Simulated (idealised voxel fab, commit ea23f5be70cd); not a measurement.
voxel gate over fins: a process module
Cross-sectional view cut (width: 225 nm; square cell size: 5 nm).
For the purposes of this document, a cross-section shall be understood as a grid of square cells, specified as bands listed in top-to-bottom order, each band consisting of one or more rows of cells. Within each band entry, the heights of the top and of the bottom of the band appear first, in that order and in nm; the materials of the band then follow from left to right, each with its corresponding width in nm. The designation "all across" on a single material indicates that it fills the band from edge to edge; the designation "blank" indicates empty space. Measure heights from 0. That's the level where, below it, the as-received wafer is all one material. The lowest band is bottomless and extends downward; write it as in "z 0 and below". Width: "30->40" (first number = top row, second number = bottom row, same change from row to row of cells). The cross-section has no changed cell in any step marked "nothing altered". Each empty space that has no open way to the top and spans at least 8 cells appears under "Closed void list" as width x height at distance, the distance counted from the left edge, all in nm. Past the settings on a step's line: simulator remark, on that step. overlay nm: for a step with a mask, the amount by which the mask lay right of where it was planned; a negative amount means left of it. Quick note on how to read the rest: it's all pairs. You get the cross-section before a process step and the one after, but the after one only goes down as far as the lowest band that changed. The step in between, with its settings, sits under the pair. Heads up, the pairs can come from different runs of this module on the same starting wafer, so don't assume a pair picks up from the one above unless its "Prior to step" entry says it does.

## Prior to step
	z 10 to 5 | blank (40)  TiN (25)  blank (15)  TiN (25)  blank (15)  TiN (25)  blank (15)  TiN (25)  blank (40)
	z 5 to 0 | blank (40)  TiN (5)  HfO2 (15)  TiN (5)  blank (15)  TiN (5)  HfO2 (15)  TiN (5)  blank (15)  TiN (5)  HfO2 (15)  TiN (5)  blank (15)  TiN (5)  HfO2 (15)  TiN (5)  blank (40)
	z 0 to -10 | blank (40)  TiN (5)  HfO2 (5)  Si (5)  HfO2 (5)  TiN (5)  blank (15)  TiN (5)  HfO2 (5)  Si (5)  HfO2 (5)  TiN (5)  blank (15)  TiN (5)  HfO2 (5)  Si (5)  HfO2 (5)  TiN (5)  blank (15)  TiN (5)  HfO2 (5)  Si (5)  HfO2 (5)  TiN (5)  blank (40)
	z -10 to -15 | TiN (45)  HfO2 (5)  Si (5)  HfO2 (5)  TiN (25)  HfO2 (5)  Si (5)  HfO2 (5)  TiN (25)  HfO2 (5)  Si (5)  HfO2 (5)  TiN (25)  HfO2 (5)  Si (5)  HfO2 (5)  TiN (45)
	z -15 to -20 | HfO2 (50)  Si (5)  HfO2 (35)  Si (5)  HfO2 (35)  Si (5)  HfO2 (35)  Si (5)  HfO2 (50)
	z -20 to -40 | SiO2 (50)  Si (5)  SiO2 (35)  Si (5)  SiO2 (35)  Si (5)  SiO2 (35)  Si (5)  SiO2 (50)
	z -40 and below | Si all across
	Closed void list: none

## After the Step
	z 15 to 10 | blank (35)  TiAl (35)  blank (5)  TiAl (35)  blank (5)  TiAl (35)  blank (5)  TiAl (35)  blank (35)
	z 10 to 5 | blank (35)  TiAl (5)  TiN (25)  TiAl (5)  blank (5)  TiAl (5)  TiN (25)  TiAl (5)  blank (5)  TiAl (5)  TiN (25)  TiAl (5)  blank (5)  TiAl (5)  TiN (25)  TiAl (5)  blank (35)
	z 5 to 0 | blank (35)  TiAl (5)  TiN (5)  HfO2 (15)  TiN (5)  TiAl (5)  blank (5)  TiAl (5)  TiN (5)  HfO2 (15)  TiN (5)  TiAl (5)  blank (5)  TiAl (5)  TiN (5)  HfO2 (15)  TiN (5)  TiAl (5)  blank (5)  TiAl (5)  TiN (5)  HfO2 (15)  TiN (5)  TiAl (5)  blank (35)
	z 0 to -5 | blank (35)  TiAl (5)  TiN (5)  HfO2 (5)  Si (5)  HfO2 (5)  TiN (5)  TiAl (5)  blank (5)  TiAl (5)  TiN (5)  HfO2 (5)  Si (5)  HfO2 (5)  TiN (5)  TiAl (5)  blank (5)  TiAl (5)  TiN (5)  HfO2 (5)  Si (5)  HfO2 (5)  TiN (5)  TiAl (5)  blank (5)  TiAl (5)  TiN (5)  HfO2 (5)  Si (5)  HfO2 (5)  TiN (5)  TiAl (5)  blank (35)
	z -5 to -10 | TiAl (40)  TiN (5)  HfO2 (5)  Si (5)  HfO2 (5)  TiN (5)  TiAl (15)  TiN (5)  HfO2 (5)  Si (5)  HfO2 (5)  TiN (5)  TiAl (15)  TiN (5)  HfO2 (5)  Si (5)  HfO2 (5)  TiN (5)  TiAl (15)  TiN (5)  HfO2 (5)  Si (5)  HfO2 (5)  TiN (5)  TiAl (40)
	Below -10, the layers are the same as they were.
	Closed void list: none
What is the step between the two cross-sections above? CONFORMAL_DEP [material TiAl] [thk nm 5]

Prior to step: Reference is made to the cross-section shown after the step in the pair directly above, which represents the state prior to this step.

## After the Step
	z 20 to 15 | blank (30)  TiN (165)  blank (30)
	z 15 to 10 | blank (30)  TiN (5)  TiAl (35)  TiN (5)  TiAl (35)  TiN (5)  TiAl (35)  TiN (5)  TiAl (35)  TiN (5)  blank (30)
	z 10 to 5 | blank (30)  TiN (5)  TiAl (5)  TiN (25)  TiAl (5)  TiN (5)  TiAl (5)  TiN (25)  TiAl (5)  TiN (5)  TiAl (5)  TiN (25)  TiAl (5)  TiN (5)  TiAl (5)  TiN (25)  TiAl (5)  TiN (5)  blank (30)
	z 5 to 0 | blank (30)  TiN (5)  TiAl (5)  TiN (5)  HfO2 (15)  TiN (5)  TiAl (5)  TiN (5)  TiAl (5)  TiN (5)  HfO2 (15)  TiN (5)  TiAl (5)  TiN (5)  TiAl (5)  TiN (5)  HfO2 (15)  TiN (5)  TiAl (5)  TiN (5)  TiAl (5)  TiN (5)  HfO2 (15)  TiN (5)  TiAl (5)  TiN (5)  blank (30)
	z 0 to -5 | TiN (35)  TiAl (5)  TiN (5)  HfO2 (5)  Si (5)  HfO2 (5)  TiN (5)  TiAl (5)  TiN (5)  TiAl (5)  TiN (5)  HfO2 (5)  Si (5)  HfO2 (5)  TiN (5)  TiAl (5)  TiN (5)  TiAl (5)  TiN (5)  HfO2 (5)  Si (5)  HfO2 (5)  TiN (5)  TiAl (5)  TiN (5)  TiAl (5)  TiN (5)  HfO2 (5)  Si (5)  HfO2 (5)  TiN (5)  TiAl (5)  TiN (35)
	Below -5, the layers are the same as they were.
	Closed void list: none
What is the step between the two cross-sections above? CONFORMAL_DEP [material TiN] [thk nm 5]

Prior to step: Reference is made to the cross-section shown after the step in the pair directly above, which represents the state prior to this step.

## After the Step
	z 30 to 20 | W all across
	z 20 to 15 | W (30)  TiN (165)  W (30)
	z 15 to 10 | W (30)  TiN (5)  TiAl (35)  TiN (5)  TiAl (35)  TiN (5)  TiAl (35)  TiN (5)  TiAl (35)  TiN (5)  W (30)
	z 10 to 5 | W (30)  TiN (5)  TiAl (5)  TiN (25)  TiAl (5)  TiN (5)  TiAl (5)  TiN (25)  TiAl (5)  TiN (5)  TiAl (5)  TiN (25)  TiAl (5)  TiN (5)  TiAl (5)  TiN (25)  TiAl (5)  TiN (5)  W (30)
	z 5 to 0 | W (30)  TiN (5)  TiAl (5)  TiN (5)  HfO2 (15)  TiN (5)  TiAl (5)  TiN (5)  TiAl (5)  TiN (5)  HfO2 (15)  TiN (5)  TiAl (5)  TiN (5)  TiAl (5)  TiN (5)  HfO2 (15)  TiN (5)  TiAl (5)  TiN (5)  TiAl (5)  TiN (5)  HfO2 (15)  TiN (5)  TiAl (5)  TiN (5)  W (30)
	Below 0, the layers are the same as they were.
	Closed void list: none
What is the step between the two cross-sections above? FILL_DEP [material W] [thk nm 10]

Prior to step: Reference is made to the cross-section shown after the step in the pair directly above, which represents the state prior to this step.

## After the Step
	z 25 to 20 | W all across
	Below 20, the layers are the same as they were.
	Closed void list: none
What is the step between the two cross-sections above? CMP [height nm 25]

Prior to step: Reference is made to the cross-section shown after the step in the pair directly above, which represents the state prior to this step.

## After the Step
	z 30 to 25 | SiCN all across
	Below 25, the layers are the same as they were.
	Closed void list: none
What is the step between the two cross-sections above? CONFORMAL_DEP [material SiCN] [thk nm 5]

## Prior to step
	z 20 to 5 | aC all across
	z 5 to 0 | SiN all across
	z 0 and below | Si all across
	Closed void list: none

## After the Step
	z 55 to 20 | blank (40)  resist (25)  blank (15)  resist (25)  blank (15)  resist (25)  blank (15)  resist (25)  blank (40)
	Below 20, the layers are the same as they were.
	Closed void list: none
What is the step between the two cross-sections above? PATTERN [tone cover] [mask id FINS] [material resist] [width nm 25] [pitch nm 40] [thk nm 35] [overlay nm 0]

Prior to step: Reference is made to the cross-section shown after the step in the pair directly above, which represents the state prior to this step.

## After the Step
	z 40 to 20 | blank (40)  resist (25)  blank (15)  resist (25)  blank (15)  resist (25)  blank (15)  resist (25)  blank (40)
	z 20 to 5 | blank (40)  aC (25)  blank (15)  aC (25)  blank (15)  aC (25)  blank (15)  aC (25)  blank (40)
	Below 5, the layers are the same as they were.
	Closed void list: none
What is the step between the two cross-sections above? DIRECTIONAL_ETCH [etch materials aC] [depth nm 15]

Prior to step: Reference is made to the cross-section shown after the step in the pair directly above, which represents the state prior to this step.

## After the Step
	z 20 to 5 | blank (40)  aC (25)  blank (15)  aC (25)  blank (15)  aC (25)  blank (15)  aC (25)  blank (40)
	Below 5, the layers are the same as they were.
	Closed void list: none
What is the step between the two cross-sections above? STRIP [etch materials resist]

Prior to step: Reference is made to the cross-section shown after the step in the pair directly above, which represents the state prior to this step.

## After the Step
	z 20 to 5 | blank (40)  aC (25)  blank (15)  aC (25)  blank (15)  aC (25)  blank (15)  aC (25)  blank (40)
	z 5 to 0 | blank (40)  SiN (25)  blank (15)  SiN (25)  blank (15)  SiN (25)  blank (15)  SiN (25)  blank (40)
	Below 0, the layers are the same as they were.
	Closed void list: none
What is the step between the two cross-sections above? DIRECTIONAL_ETCH [etch materials SiN] [depth nm 5]

Prior to step: Reference is made to the cross-section shown after the step in the pair directly above, which represents the state prior to this step.

## After the Step
	z 20 to 5 | blank (40)  aC (25)  blank (15)  aC (25)  blank (15)  aC (25)  blank (15)  aC (25)  blank (40)
	z 5 to 0 | blank (40)  SiN (25)  blank (15)  SiN (25)  blank (15)  SiN (25)  blank (15)  SiN (25)  blank (40)
	z 0 to -35 | blank (40)  Si (25)  blank (15)  Si (25)  blank (15)  Si (25)  blank (15)  Si (25)  blank (40)
	Below -35, the layers are the same as they were.
	Closed void list: none
What is the step between the two cross-sections above? DIRECTIONAL_ETCH [etch materials Si] [depth nm 35]

Prior to step: Reference is made to the cross-section shown after the step in the pair directly above, which represents the state prior to this step.

## After the Step
	z 5 to 0 | blank (40)  SiN (25)  blank (15)  SiN (25)  blank (15)  SiN (25)  blank (15)  SiN (25)  blank (40)
	Below 0, the layers are the same as they were.
	Closed void list: none
What is the step between the two cross-sections above? STRIP [etch materials aC]

Prior to step: Reference is made to the cross-section shown after the step in the pair directly above, which represents the state prior to this step.

## After the Step
	z 5 to 0 | blank (40)  SiN (25)  blank (15)  SiN (25)  blank (15)  SiN (25)  blank (15)  SiN (25)  blank (40)
	z 0 to -35 | blank (40)  SiO2 (5)  Si (15)  SiO2 (5)  blank (15)  SiO2 (5)  Si (15)  SiO2 (5)  blank (15)  SiO2 (5)  Si (15)  SiO2 (5)  blank (15)  SiO2 (5)  Si (15)  SiO2 (5)  blank (40)
	z -35 to -40 | SiO2 (45)  Si (15)  SiO2 (25)  Si (15)  SiO2 (25)  Si (15)  SiO2 (25)  Si (15)  SiO2 (45)
	Below -40, the layers are the same as they were.
	Closed void list: none
What is the step between the two cross-sections above? OXIDIZE [depth nm 5]

Prior to step: Reference is made to the cross-section shown after the step in the pair directly above, which represents the state prior to this step.

## After the Step
	z 20 to 5 | SiO2 all across
	z 5 to 0 | SiO2 (40)  SiN (25)  SiO2 (15)  SiN (25)  SiO2 (15)  SiN (25)  SiO2 (15)  SiN (25)  SiO2 (40)
	z 0 to -40 | SiO2 (45)  Si (15)  SiO2 (25)  Si (15)  SiO2 (25)  Si (15)  SiO2 (25)  Si (15)  SiO2 (45)
	Below -40, the layers are the same as they were.
	Closed void list: none
What is the step between the two cross-sections above? FILL_DEP [material SiO2] [thk nm 15]

Prior to step: Reference is made to the cross-section shown after the step in the pair directly above, which represents the state prior to this step.

## After the Step
	z 5 to 0 | SiO2 (40)  SiN (25)  SiO2 (15)  SiN (25)  SiO2 (15)  SiN (25)  SiO2 (15)  SiN (25)  SiO2 (40)
	Below 0, the layers are the same as they were.
	Closed void list: none
What is the step between the two cross-sections above? CMP [height nm 5]

Prior to step: Reference is made to the cross-section shown after the step in the pair directly above, which represents the state prior to this step.

## After the Step
	z 5 to 0 | blank (40)  SiN (25)  blank (15)  SiN (25)  blank (15)  SiN (25)  blank (15)  SiN (25)  blank (40)
	z 0 to -10 | blank (45)  Si (15)  blank (25)  Si (15)  blank (25)  Si (15)  blank (25)  Si (15)  blank (45)
	Below -10, the layers are the same as they were.
	Closed void list: none
What is the step between the two cross-sections above? SELECTIVE_ETCH [etch materials SiO2] [depth nm 15]

Prior to step: Reference is made to the cross-section shown after the step in the pair directly above, which represents the state prior to this step.

## After the Step
	z 0 to -10 | blank (45)  Si (15)  blank (25)  Si (15)  blank (25)  Si (15)  blank (25)  Si (15)  blank (45)
	Below -10, the layers are the same as they were.
	Closed void list: none
What is the step between the two cross-sections above? STRIP [etch materials SiN]

Prior to step: Reference is made to the cross-section shown after the step in the pair directly above, which represents the state prior to this step.

## After the Step
	z 5 to 0 | blank (40)  HfO2 (25)  blank (15)  HfO2 (25)  blank (15)  HfO2 (25)  blank (15)  HfO2 (25)  blank (40)
	z 0 to -5 | blank (40)  HfO2 (5)  Si (15)  HfO2 (5)  blank (15)  HfO2 (5)  Si (15)  HfO2 (5)  blank (15)  HfO2 (5)  Si (15)  HfO2 (5)  blank (15)  HfO2 (5)  Si (15)  HfO2 (5)  blank (40)
	z -5 to -10 | HfO2 (45)  Si (15)  HfO2 (25)  Si (15)  HfO2 (25)  Si (15)  HfO2 (25)  Si (15)  HfO2 (45)
	Below -10, the layers are the same as they were.
	Closed void list: none
What is the step between the two cross-sections above? CONFORMAL_DEP [material HfO2] [thk nm 5]

Prior to step: Reference is made to the cross-section shown after the step in the pair directly above, which represents the state prior to this step.

## After the Step
	z 10 to 5 | blank (35)  TiN (35)  blank (5)  TiN (35)  blank (5)  TiN (35)  blank (5)  TiN (35)  blank (35)
	z 5 to 0 | blank (35)  TiN (5)  HfO2 (25)  TiN (5)  blank (5)  TiN (5)  HfO2 (25)  TiN (5)  blank (5)  TiN (5)  HfO2 (25)  TiN (5)  blank (5)  TiN (5)  HfO2 (25)  TiN (5)  blank (35)
	z 0 to -5 | TiN (40)  HfO2 (5)  Si (15)  HfO2 (5)  TiN (15)  HfO2 (5)  Si (15)  HfO2 (5)  TiN (15)  HfO2 (5)  Si (15)  HfO2 (5)  TiN (15)  HfO2 (5)  Si (15)  HfO2 (5)  TiN (40)
	Below -5, the layers are the same as they were.
	Closed void list: none
What is the step between the two cross-sections above? CONFORMAL_DEP [material TiN] [thk nm 5]

Prior to step: Reference is made to the cross-section shown after the step in the pair directly above, which represents the state prior to this step.

## After the Step
	z 15 to 10 | blank (30)  TiAl (165)  blank (30)
	z 10 to 5 | blank (30)  TiAl (5)  TiN (35)  TiAl (5)  TiN (35)  TiAl (5)  TiN (35)  TiAl (5)  TiN (35)  TiAl (5)  blank (30)
	z 5 to 0 | TiAl (35)  TiN (5)  HfO2 (25)  TiN (5)  TiAl (5)  TiN (5)  HfO2 (25)  TiN (5)  TiAl (5)  TiN (5)  HfO2 (25)  TiN (5)  TiAl (5)  TiN (5)  HfO2 (25)  TiN (5)  TiAl (35)
	Below 0, the layers are the same as they were.
	Closed void list: none
What is the step between the two cross-sections above? CONFORMAL_DEP [material TiAl] [thk nm 5]

Prior to step: Reference is made to the cross-section shown after the step in the pair directly above, which represents the state prior to this step.

## After the Step
	z 20 to 15 | blank (25)  TiN (175)  blank (25)
	z 15 to 10 | blank (25)  TiN (5)  TiAl (165)  TiN (5)  blank (25)
	z 10 to 5 | TiN (30)  TiAl (5)  TiN (35)  TiAl (5)  TiN (35)  TiAl (5)  TiN (35)  TiAl (5)  TiN (35)  TiAl (5)  TiN (30)
	Below 5, the layers are the same as they were.
	Closed void list: none
What is the step between the two cross-sections above? CONFORMAL_DEP [material TiN] [thk nm 5]

Prior to step: Reference is made to the cross-section shown after the step in the pair directly above, which represents the state prior to this step.

## After the Step
	z 30 to 20 | W all across
	z 20 to 15 | W (25)  TiN (175)  W (25)
	z 15 to 10 | W (25)  TiN (5)  TiAl (165)  TiN (5)  W (25)
	Below 10, the layers are the same as they were.
	Closed void list: none
What is the step between the two cross-sections above? FILL_DEP [material W] [thk nm 10]

Prior to step: Reference is made to the cross-section shown after the step in the pair directly above, which represents the state prior to this step.

## After the Step
	z 25 to 20 | W all across
	Below 20, the layers are the same as they were.
	Closed void list: none
What is the step between the two cross-sections above? CMP [height nm 25]

Prior to step: Reference is made to the cross-section shown after the step in the pair directly above, which represents the state prior to this step.

## After the Step
	z 30 to 25 | SiCN all across
	Below 25, the layers are the same as they were.
	Closed void list: none
What is the step between the two cross-sections above? CONFORMAL_DEP [material SiCN] [thk nm 5]

## Prior to step
	z 20 to 5 | aC all across
	z 5 to 0 | SiN all across
	z 0 and below | Si all across
	Closed void list: none

## After the Step
	z 55 to 20 | blank (40)  resist (15)  blank (25)  resist (15)  blank (25)  resist (15)  blank (25)  resist (15)  blank (50)
	Below 20, the layers are the same as they were.
	Closed void list: none
What is the step between the two cross-sections above? PATTERN [tone cover] [mask id FINS] [material resist] [width nm 15] [pitch nm 40] [thk nm 35] [overlay nm -5]

Prior to step: Reference is made to the cross-section shown after the step in the pair directly above, which represents the state prior to this step.

## After the Step
	z 40 to 20 | blank (40)  resist (15)  blank (25)  resist (15)  blank (25)  resist (15)  blank (25)  resist (15)  blank (50)
	z 20 to 5 | blank (40)  aC (15)  blank (25)  aC (15)  blank (25)  aC (15)  blank (25)  aC (15)  blank (50)
	Below 5, the layers are the same as they were.
	Closed void list: none
What is the step between the two cross-sections above? DIRECTIONAL_ETCH [etch materials aC] [depth nm 15]

Prior to step: Reference is made to the cross-section shown after the step in the pair directly above, which represents the state prior to this step.

## After the Step
	z 20 to 5 | blank (40)  aC (15)  blank (25)  aC (15)  blank (25)  aC (15)  blank (25)  aC (15)  blank (50)
	Below 5, the layers are the same as they were.
	Closed void list: none
What is the step between the two cross-sections above? STRIP [etch materials resist]

Prior to step: Reference is made to the cross-section shown after the step in the pair directly above, which represents the state prior to this step.

## After the Step
	z 20 to 5 | blank (40)  aC (15)  blank (25)  aC (15)  blank (25)  aC (15)  blank (25)  aC (15)  blank (50)
	z 5 to 0 | blank (40)  SiN (15)  blank (25)  SiN (15)  blank (25)  SiN (15)  blank (25)  SiN (15)  blank (50)
	Below 0, the layers are the same as they were.
	Closed void list: none
What is the step between the two cross-sections above? DIRECTIONAL_ETCH [etch materials SiN] [depth nm 5]

Prior to step: Reference is made to the cross-section shown after the step in the pair directly above, which represents the state prior to this step.

## After the Step
	z 20 to 5 | blank (40)  aC (15)  blank (25)  aC (15)  blank (25)  aC (15)  blank (25)  aC (15)  blank (50)
	z 5 to 0 | blank (40)  SiN (15)  blank (25)  SiN (15)  blank (25)  SiN (15)  blank (25)  SiN (15)  blank (50)
	z 0 to -35 | blank (40)  Si (15)  blank (25)  Si (15)  blank (25)  Si (15)  blank (25)  Si (15)  blank (50)
	Below -35, the layers are the same as they were.
	Closed void list: none
What is the step between the two cross-sections above? DIRECTIONAL_ETCH [etch materials Si] [depth nm 35]

Prior to step: Reference is made to the cross-section shown after the step in the pair directly above, which represents the state prior to this step.

## After the Step
	z 5 to 0 | blank (40)  SiN (15)  blank (25)  SiN (15)  blank (25)  SiN (15)  blank (25)  SiN (15)  blank (50)
	Below 0, the layers are the same as they were.
	Closed void list: none
What is the step between the two cross-sections above? STRIP [etch materials aC]

Prior to step: Reference is made to the cross-section shown after the step in the pair directly above, which represents the state prior to this step.

## After the Step
	z 5 to 0 | blank (40)  SiN (15)  blank (25)  SiN (15)  blank (25)  SiN (15)  blank (25)  SiN (15)  blank (50)
	z 0 to -35 | blank (40)  SiO2 (5)  Si (5)  SiO2 (5)  blank (25)  SiO2 (5)  Si (5)  SiO2 (5)  blank (25)  SiO2 (5)  Si (5)  SiO2 (5)  blank (25)  SiO2 (5)  Si (5)  SiO2 (5)  blank (50)
	z -35 to -40 | SiO2 (45)  Si (5)  SiO2 (35)  Si (5)  SiO2 (35)  Si (5)  SiO2 (35)  Si (5)  SiO2 (55)
	Below -40, the layers are the same as they were.
	Closed void list: none
What is the step between the two cross-sections above? OXIDIZE [depth nm 5]

Prior to step: Reference is made to the cross-section shown after the step in the pair directly above, which represents the state prior to this step.

## After the Step
	z 20 to 5 | SiO2 all across
	z 5 to 0 | SiO2 (40)  SiN (15)  SiO2 (25)  SiN (15)  SiO2 (25)  SiN (15)  SiO2 (25)  SiN (15)  SiO2 (50)
	z 0 to -40 | SiO2 (45)  Si (5)  SiO2 (35)  Si (5)  SiO2 (35)  Si (5)  SiO2 (35)  Si (5)  SiO2 (55)
	Below -40, the layers are the same as they were.
	Closed void list: none
What is the step between the two cross-sections above? FILL_DEP [material SiO2] [thk nm 15]

Prior to step: Reference is made to the cross-section shown after the step in the pair directly above, which represents the state prior to this step.

## After the Step
	z 5 to 0 | SiO2 (40)  SiN (15)  SiO2 (25)  SiN (15)  SiO2 (25)  SiN (15)  SiO2 (25)  SiN (15)  SiO2 (50)
	Below 0, the layers are the same as they were.
	Closed void list: none
What is the step between the two cross-sections above? CMP [height nm 5]

Prior to step: Reference is made to the cross-section shown after the step in the pair directly above, which represents the state prior to this step.

## After the Step
	z 5 to 0 | blank (40)  SiN (15)  blank (25)  SiN (15)  blank (25)  SiN (15)  blank (25)  SiN (15)  blank (50)
	z 0 to -10 | blank (45)  Si (5)  blank (35)  Si (5)  blank (35)  Si (5)  blank (35)  Si (5)  blank (55)
	Below -10, the layers are the same as they were.
	Closed void list: none
What is the step between the two cross-sections above? SELECTIVE_ETCH [etch materials SiO2] [depth nm 15]

Prior to step: Reference is made to the cross-section shown after the step in the pair directly above, which represents the state prior to this step.

## After the Step
	z 0 to -10 | blank (45)  Si (5)  blank (35)  Si (5)  blank (35)  Si (5)  blank (35)  Si (5)  blank (55)
	Below -10, the layers are the same as they were.
	Closed void list: none
What is the step between the two cross-sections above? STRIP [etch materials SiN]

Prior to step: Reference is made to the cross-section shown after the step in the pair directly above, which represents the state prior to this step.

## After the Step
	z 5 to 0 | blank (40)  HfO2 (15)  blank (25)  HfO2 (15)  blank (25)  HfO2 (15)  blank (25)  HfO2 (15)  blank (50)
	z 0 to -5 | blank (40)  HfO2 (5)  Si (5)  HfO2 (5)  blank (25)  HfO2 (5)  Si (5)  HfO2 (5)  blank (25)  HfO2 (5)  Si (5)  HfO2 (5)  blank (25)  HfO2 (5)  Si (5)  HfO2 (5)  blank (50)
	z -5 to -10 | HfO2 (45)  Si (5)  HfO2 (35)  Si (5)  HfO2 (35)  Si (5)  HfO2 (35)  Si (5)  HfO2 (55)
	Below -10, the layers are the same as they were.
	Closed void list: none
What is the step between the two cross-sections above? CONFORMAL_DEP [material HfO2] [thk nm 5]

Prior to step: Reference is made to the cross-section shown after the step in the pair directly above, which represents the state prior to this step.

## After the Step
	z 10 to 5 | blank (35)  TiN (25)  blank (15)  TiN (25)  blank (15)  TiN (25)  blank (15)  TiN (25)  blank (45)
	z 5 to 0 | blank (35)  TiN (5)  HfO2 (15)  TiN (5)  blank (15)  TiN (5)  HfO2 (15)  TiN (5)  blank (15)  TiN (5)  HfO2 (15)  TiN (5)  blank (15)  TiN (5)  HfO2 (15)  TiN (5)  blank (45)
	z 0 to -5 | TiN (40)  HfO2 (5)  Si (5)  HfO2 (5)  TiN (25)  HfO2 (5)  Si (5)  HfO2 (5)  TiN (25)  HfO2 (5)  Si (5)  HfO2 (5)  TiN (25)  HfO2 (5)  Si (5)  HfO2 (5)  TiN (50)
	Below -5, the layers are the same as they were.
	Closed void list: none
What is the step between the two cross-sections above? CONFORMAL_DEP [material TiN] [thk nm 5]

Prior to step: Reference is made to the cross-section shown after the step in the pair directly above, which represents the state prior to this step.

## After the Step
	z 15 to 10 | blank (30)  TiAl (35)  blank (5)  TiAl (35)  blank (5)  TiAl (35)  blank (5)  TiAl (35)  blank (40)
	z 10 to 5 | blank (30)  TiAl (5)  TiN (25)  TiAl (5)  blank (5)  TiAl (5)  TiN (25)  TiAl (5)  blank (5)  TiAl (5)  TiN (25)  TiAl (5)  blank (5)  TiAl (5)  TiN (25)  TiAl (5)  blank (40)
	z 5 to 0 | TiAl (35)  TiN (5)  HfO2 (15)  TiN (5)  TiAl (15)  TiN (5)  HfO2 (15)  TiN (5)  TiAl (15)  TiN (5)  HfO2 (15)  TiN (5)  TiAl (15)  TiN (5)  HfO2 (15)  TiN (5)  TiAl (45)
	Below 0, the layers are the same as they were.
	Closed void list: none
What is the step between the two cross-sections above? CONFORMAL_DEP [material TiAl] [thk nm 5]

Prior to step: Reference is made to the cross-section shown after the step in the pair directly above, which represents the state prior to this step.

## After the Step
	z 20 to 15 | blank (25)  TiN (165)  blank (35)
	z 15 to 10 | blank (25)  TiN (5)  TiAl (35)  TiN (5)  TiAl (35)  TiN (5)  TiAl (35)  TiN (5)  TiAl (35)  TiN (5)  blank (35)
	z 10 to 5 | TiN (30)  TiAl (5)  TiN (25)  TiAl (5)  TiN (5)  TiAl (5)  TiN (25)  TiAl (5)  TiN (5)  TiAl (5)  TiN (25)  TiAl (5)  TiN (5)  TiAl (5)  TiN (25)  TiAl (5)  TiN (40)
	Below 5, the layers are the same as they were.
	Closed void list: none
What is the step between the two cross-sections above? CONFORMAL_DEP [material TiN] [thk nm 5]

Prior to step: Reference is made to the cross-section shown after the step in the pair directly above, which represents the state prior to this step.

## After the Step
	z 30 to 20 | W all across
	z 20 to 15 | W (25)  TiN (165)  W (35)
	z 15 to 10 | W (25)  TiN (5)  TiAl (35)  TiN (5)  TiAl (35)  TiN (5)  TiAl (35)  TiN (5)  TiAl (35)  TiN (5)  W (35)
	Below 10, the layers are the same as they were.
	Closed void list: none
What is the step between the two cross-sections above? FILL_DEP [material W] [thk nm 10]

Prior to step: Reference is made to the cross-section shown after the step in the pair directly above, which represents the state prior to this step.

## After the Step
	z 25 to 20 | W all across
	Below 20, the layers are the same as they were.
	Closed void list: none
What is the step between the two cross-sections above? CMP [height nm 25]

Prior to step: Reference is made to the cross-section shown after the step in the pair directly above, which represents the state prior to this step.

## After the Step
	z 30 to 25 | SiCN all across
	Below 25, the layers are the same as they were.
	Closed void list: none
What is the step between the two cross-sections above? CONFORMAL_DEP [material SiCN] [thk nm 5]

## Prior to step
	z 5 to 0 | blank (45)  HfO2 (15)  blank (25)  HfO2 (15)  blank (25)  HfO2 (15)  blank (25)  HfO2 (15)  blank (45)
	z 0 to -5 | blank (45)  HfO2 (5)  Si (5)  HfO2 (5)  blank (25)  HfO2 (5)  Si (5)  HfO2 (5)  blank (25)  HfO2 (5)  Si (5)  HfO2 (5)  blank (25)  HfO2 (5)  Si (5)  HfO2 (5)  blank (45)
	z -5 to -10 | HfO2 (50)  Si (5)  HfO2 (35)  Si (5)  HfO2 (35)  Si (5)  HfO2 (35)  Si (5)  HfO2 (50)
	z -10 to -40 | SiO2 (50)  Si (5)  SiO2 (35)  Si (5)  SiO2 (35)  Si (5)  SiO2 (35)  Si (5)  SiO2 (50)
	z -40 and below | Si all across
	Closed void list: none

## After the Step
	z 10 to 0 | blank (40)  HfO2 (25)  blank (15)  HfO2 (25)  blank (15)  HfO2 (25)  blank (15)  HfO2 (25)  blank (40)
	z 0 to -10 | HfO2 (50)  Si (5)  HfO2 (35)  Si (5)  HfO2 (35)  Si (5)  HfO2 (35)  Si (5)  HfO2 (50)
	Below -10, the layers are the same as they were.
	Closed void list: none
What is the step between the two cross-sections above? CONFORMAL_DEP [material HfO2] [thk nm 5]

Prior to step: Reference is made to the cross-section shown after the step in the pair directly above, which represents the state prior to this step.

## After the Step
	z 15 to 10 | blank (35)  TiAl (35)  blank (5)  TiAl (35)  blank (5)  TiAl (35)  blank (5)  TiAl (35)  blank (35)
	z 10 to 5 | blank (35)  TiAl (5)  HfO2 (25)  TiAl (5)  blank (5)  TiAl (5)  HfO2 (25)  TiAl (5)  blank (5)  TiAl (5)  HfO2 (25)  TiAl (5)  blank (5)  TiAl (5)  HfO2 (25)  TiAl (5)  blank (35)
	z 5 to 0 | TiAl (40)  HfO2 (25)  TiAl (15)  HfO2 (25)  TiAl (15)  HfO2 (25)  TiAl (15)  HfO2 (25)  TiAl (40)
	Below 0, the layers are the same as they were.
	Closed void list: none
What is the step between the two cross-sections above? CONFORMAL_DEP [material TiAl] [thk nm 5]

Prior to step: Reference is made to the cross-section shown after the step in the pair directly above, which represents the state prior to this step.

## After the Step
	z 20 to 15 | blank (30)  TiN (165)  blank (30)
	z 15 to 10 | blank (30)  TiN (5)  TiAl (35)  TiN (5)  TiAl (35)  TiN (5)  TiAl (35)  TiN (5)  TiAl (35)  TiN (5)  blank (30)
	z 10 to 5 | TiN (35)  TiAl (5)  HfO2 (25)  TiAl (5)  TiN (5)  TiAl (5)  HfO2 (25)  TiAl (5)  TiN (5)  TiAl (5)  HfO2 (25)  TiAl (5)  TiN (5)  TiAl (5)  HfO2 (25)  TiAl (5)  TiN (35)
	Below 5, the layers are the same as they were.
	Closed void list: none
What is the step between the two cross-sections above? CONFORMAL_DEP [material TiN] [thk nm 5]

Prior to step: Reference is made to the cross-section shown after the step in the pair directly above, which represents the state prior to this step.

## After the Step
	z 30 to 20 | W all across
	z 20 to 15 | W (30)  TiN (165)  W (30)
	z 15 to 10 | W (30)  TiN (5)  TiAl (35)  TiN (5)  TiAl (35)  TiN (5)  TiAl (35)  TiN (5)  TiAl (35)  TiN (5)  W (30)
	Below 10, the layers are the same as they were.
	Closed void list: none
What is the step between the two cross-sections above? FILL_DEP [material W] [thk nm 10]

Prior to step: Reference is made to the cross-section shown after the step in the pair directly above, which represents the state prior to this step.

## After the Step
	z 25 to 20 | W all across
	Below 20, the layers are the same as they were.
	Closed void list: none
What is the step between the two cross-sections above? CMP [height nm 25]

Prior to step: Reference is made to the cross-section shown after the step in the pair directly above, which represents the state prior to this step.

## After the Step
	z 30 to 25 | SiCN all across
	Below 25, the layers are the same as they were.
	Closed void list: none
What is the step between the two cross-sections above? CONFORMAL_DEP [material SiCN] [thk nm 5]
